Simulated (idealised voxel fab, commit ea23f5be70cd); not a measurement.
You're looking at the process module voxel released beams.
This is section cut - it's 170 nm across, gridded in 5 nm square cells.
In what follows, cross-sections appear as grids of square cells, described through bands that run from the top down, where every band is one or more rows of cells.
Top, bottom (nm), then materials left to right with widths (nm); lone material tagged "edge to edge" fills the whole band edge to edge; "air" = empty space.
The level at which height equals 0 is the one under which the wafer, as it arrives, is entirely one material. No lower edge exists for the bottom band, which continues downward and is notated as in "0 nm and below".
A width given as "30 to 40" starts at the first number in the band's top row and ends at the second number in its bottom row, shifting by an equal amount at every step from row to row.
"no modification" after a step means that no cell of the cross-section changed.
"Closed void list" specifies each empty space that is not open to the top and that occupies no fewer than 8 cells, using the form width x height at distance, the distance measured from the left edge and all three quantities in nm.
The remark found on a step's line after its settings is issued by the simulator itself and pertains to that step.
"overlay nm", when on a step's line for a step with a mask, measures how far to the right of its planned place the mask lay; a negative measure means to the left.

Here's what the planned process steps look like
1,RECEIVE [material Si]
2,CONFORMAL_DEP [material SiN] [thk nm 5]
3,DIRECTIONAL_DEP [material SiO2] [thk nm 10]
4,DIRECTIONAL_DEP [material aC] [thk nm 10]
5,PATTERN [tone open] [mask id ANCHOR] [material resist] [width nm 25] [thk nm 25] [overlay nm 0]
6,DIRECTIONAL_ETCH [etch materials aC] [depth nm 10]
7,STRIP [etch materials resist]
8,DIRECTIONAL_ETCH [etch materials SiO2] [depth nm 10]
9,STRIP [etch materials aC]
10,CONFORMAL_DEP [material TiN] [thk nm 10]
11,DIRECTIONAL_DEP [material aC] [thk nm 15]
12,PATTERN [tone cover] [mask id BEAM] [material resist] [width nm 75] [thk nm 35] [overlay nm 0]
13,DIRECTIONAL_ETCH [etch materials aC] [depth nm 15]
14,STRIP [etch materials resist]
15,DIRECTIONAL_ETCH [etch materials TiN] [depth nm 10]
16,STRIP [etch materials aC]
17,STRIP [etch materials SiO2]
The value of width nm given for step 12 in the plan refers to the first wafer; the wafers vary in this setting and are alike at the start.

Cross-section of the first of several wafers on receipt, reflecting completion of step 1
    0 nm and below  Si edge to edge
    Closed void list: none

End of the module, past its last step, step 17: how the first of several wafers looks in cross-section
    25 nm to 15 nm  45 of air, then 10 of TiN, then 5 of air, then 60 of TiN, then 50 of air
    15 nm to 5 nm  45 of air, then 25 of TiN, then 100 of air
    5 nm to 0 nm  SiN edge to edge
    0 nm and below  Si edge to edge
    Closed void list: none

X-section, last wafer, module end
    25 nm to 15 nm  35 of air, then 20 of TiN, then 5 of air, then 75 of TiN, then 35 of air
    15 nm to 5 nm  45 of air, then 25 of TiN, then 100 of air
    5 nm to 0 nm  SiN edge to edge
    0 nm and below  Si edge to edge
    Closed void list: none

Below, a row for every wafer. Read it as the end-of-module picture: for each material the wafer shows its cells gained (+) or lost (-) since it was received, and then its closed voids
width nm 75; +34 SiN; +38 TiN; Closed void list: none
width nm 80; +34 SiN; +40 TiN; Closed void list: none
width nm 85; +34 SiN; +42 TiN; Closed void list: none
width nm 90; +34 SiN; +44 TiN; Closed void list: none
width nm 95; +34 SiN; +46 TiN; Closed void list: none
width nm 100; +34 SiN; +48 TiN; Closed void list: none
